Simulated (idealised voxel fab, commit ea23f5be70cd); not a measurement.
The following process module bears the name voxel spacer lines.
The cross-section on display is named cut; it measures 195 nm wide, and its cells are 5 nm squares.
Cross-section spec: square-cell grid; bands listed top down; each band is one or more rows.
For a band, the entry starts with two heights in nm, that of the top and then that of the bottom, and carries on with the band's materials in order from left to right, each alongside its width in nm; the word "throughout" beside a single material means it fills the band edge to edge, and "air" means empty space.
Heights are measured from 0, the level below which the as-received wafer is all one material; the lowest band has no bottom and continues downward, written as in "z 0 and below".
Read "30 to 40" as a graded width: first number on top, second number at the bottom, same change between each pair of neighbouring rows.
Step marked "remains unaltered"? Then no cell in the cross-section changed in it.
"Enclosed empty spaces" specifies each empty space that is not open to the top and that occupies no fewer than 8 cells, using the form width x height at distance, the distance measured from the left edge and all three quantities in nm.
after a step's settings: what the simulator itself notes on the step
"overlay nm", when on a step's line for a step with a mask, measures how far to the right of its planned place the mask lay; a negative measure means to the left.

**The following list gives the planned process steps**
1,RECEIVE (material Si)
2,CONFORMAL_DEP (material SiO2; thk nm 10)
3,DIRECTIONAL_DEP (material polySi; thk nm 10)
4,DIRECTIONAL_DEP (material aC; thk nm 30)
5,PATTERN (tone cover; mask id MANDREL; material resist; width nm 25; pitch nm 70; thk nm 35; overlay nm 0)
6,DIRECTIONAL_ETCH (etch materials aC; depth nm 30)
7,STRIP (etch materials resist)
8,CONFORMAL_DEP (material SiN; thk nm 10)
9,DIRECTIONAL_ETCH (etch materials SiN; depth nm 10)
10,STRIP (etch materials aC)
11,DIRECTIONAL_ETCH (etch materials polySi; depth nm 10)
12,STRIP (etch materials SiN)

**Wafer, first of two, run as planned**

**Cross-section of the wafer upon arrival, representing the state reached after step 1**
  z 0 and below: Si throughout
  Enclosed empty spaces: none

**Cross-sectional representation of the wafer at the conclusion of step 2**
  z 10 to 0: SiO2 throughout
  Everything below 0 is unchanged.

**Cross-sectional representation of the wafer at the conclusion of step 3**
  z 20 to 10: polySi throughout
  Everything below 10 is unchanged.

**Cross-sectional representation of the wafer at the conclusion of step 4**
  z 50 to 20: aC throughout
  Everything below 20 is unchanged.

**Cross-sectional representation of the wafer at the conclusion of step 5**
  z 85 to 50: air 15 nm | resist 25 nm | air 45 nm | resist 25 nm | air 45 nm | resist 25 nm | air 15 nm
  Everything below 50 is unchanged.

**Cross-sectional representation of the wafer at the conclusion of step 6**
  z 55 to 50: air 15 nm | resist 25 nm | air 45 nm | resist 25 nm | air 45 nm | resist 25 nm | air 15 nm
  z 50 to 20: air 15 nm | aC 25 nm | air 45 nm | aC 25 nm | air 45 nm | aC 25 nm | air 15 nm
  Everything below 20 is unchanged.

**Cross-sectional representation of the wafer at the conclusion of step 7**
  z 50 to 20: air 15 nm | aC 25 nm | air 45 nm | aC 25 nm | air 45 nm | aC 25 nm | air 15 nm
  Everything below 20 is unchanged.

**Cross-sectional representation of the wafer at the conclusion of step 8**
  z 60 to 50: air 5 nm | SiN 45 nm | air 25 nm | SiN 45 nm | air 25 nm | SiN 45 nm | air 5 nm
  z 50 to 30: air 5 nm | SiN 10 nm | aC 25 nm | SiN 10 nm | air 25 nm | SiN 10 nm | aC 25 nm | SiN 10 nm | air 25 nm | SiN 10 nm | aC 25 nm | SiN 10 nm | air 5 nm
  z 30 to 20: SiN 15 nm | aC 25 nm | SiN 45 nm | aC 25 nm | SiN 45 nm | aC 25 nm | SiN 15 nm
  Everything below 20 is unchanged.

**Cross-sectional representation of the wafer at the conclusion of step 9**
  z 50 to 20: air 5 nm | SiN 10 nm | aC 25 nm | SiN 10 nm | air 25 nm | SiN 10 nm | aC 25 nm | SiN 10 nm | air 25 nm | SiN 10 nm | aC 25 nm | SiN 10 nm | air 5 nm
  Everything below 20 is unchanged.

**Cross-sectional representation of the wafer at the conclusion of step 10**
  z 50 to 20: air 5 nm | SiN 10 nm | air 25 nm | SiN 10 nm | air 25 nm | SiN 10 nm | air 25 nm | SiN 10 nm | air 25 nm | SiN 10 nm | air 25 nm | SiN 10 nm | air 5 nm
  Everything below 20 is unchanged.

**Cross-sectional representation of the wafer at the conclusion of step 11**
  z 50 to 20: air 5 nm | SiN 10 nm | air 25 nm | SiN 10 nm | air 25 nm | SiN 10 nm | air 25 nm | SiN 10 nm | air 25 nm | SiN 10 nm | air 25 nm | SiN 10 nm | air 5 nm
  z 20 to 10: air 5 nm | polySi 10 nm | air 25 nm | polySi 10 nm | air 25 nm | polySi 10 nm | air 25 nm | polySi 10 nm | air 25 nm | polySi 10 nm | air 25 nm | polySi 10 nm | air 5 nm
  Everything below 10 is unchanged.

**Cross-sectional representation of the wafer at the conclusion of step 12**
  z 20 to 10: air 5 nm | polySi 10 nm | air 25 nm | polySi 10 nm | air 25 nm | polySi 10 nm | air 25 nm | polySi 10 nm | air 25 nm | polySi 10 nm | air 25 nm | polySi 10 nm | air 5 nm
  Everything below 10 is unchanged.

**Wafer two: like wafer one in start and plan, but with one mistake in execution; identical up to and including step 7**

**Cross-sectional representation of the second wafer at the time designated in the plan for the completion of step 8**
  z 60 to 50: air 5 nm | polySi 45 nm | air 25 nm | polySi 45 nm | air 25 nm | polySi 45 nm | air 5 nm
  z 50 to 30: air 5 nm | polySi 10 nm | aC 25 nm | polySi 10 nm | air 25 nm | polySi 10 nm | aC 25 nm | polySi 10 nm | air 25 nm | polySi 10 nm | aC 25 nm | polySi 10 nm | air 5 nm
  z 30 to 20: polySi 15 nm | aC 25 nm | polySi 45 nm | aC 25 nm | polySi 45 nm | aC 25 nm | polySi 15 nm
  Everything below 20 is unchanged.

Cross-sectional representation of the second wafer at the time designated in the plan for the completion of step 9: remains unaltered

Cross-sectional representation of the second wafer at the time designated in the plan for the completion of step 10: remains unaltered

**Cross-sectional representation of the second wafer at the time designated in the plan for the completion of step 11**
  z 50 to 20: air 5 nm | polySi 10 nm | aC 25 nm | polySi 10 nm | air 25 nm | polySi 10 nm | aC 25 nm | polySi 10 nm | air 25 nm | polySi 10 nm | aC 25 nm | polySi 10 nm | air 5 nm
  Everything below 20 is unchanged.

Cross-sectional representation of the second wafer at the time designated in the plan for the completion of step 12: remains unaltered
So what did we get wrong on this run? heads up, step 8 didn't go per plan, it actually ran as CONFORMAL_DEP (material polySi; thk nm 10)
At the finish, the second wafer shows more or fewer cells for some materials than the first does: +90 aC | +126 polySi
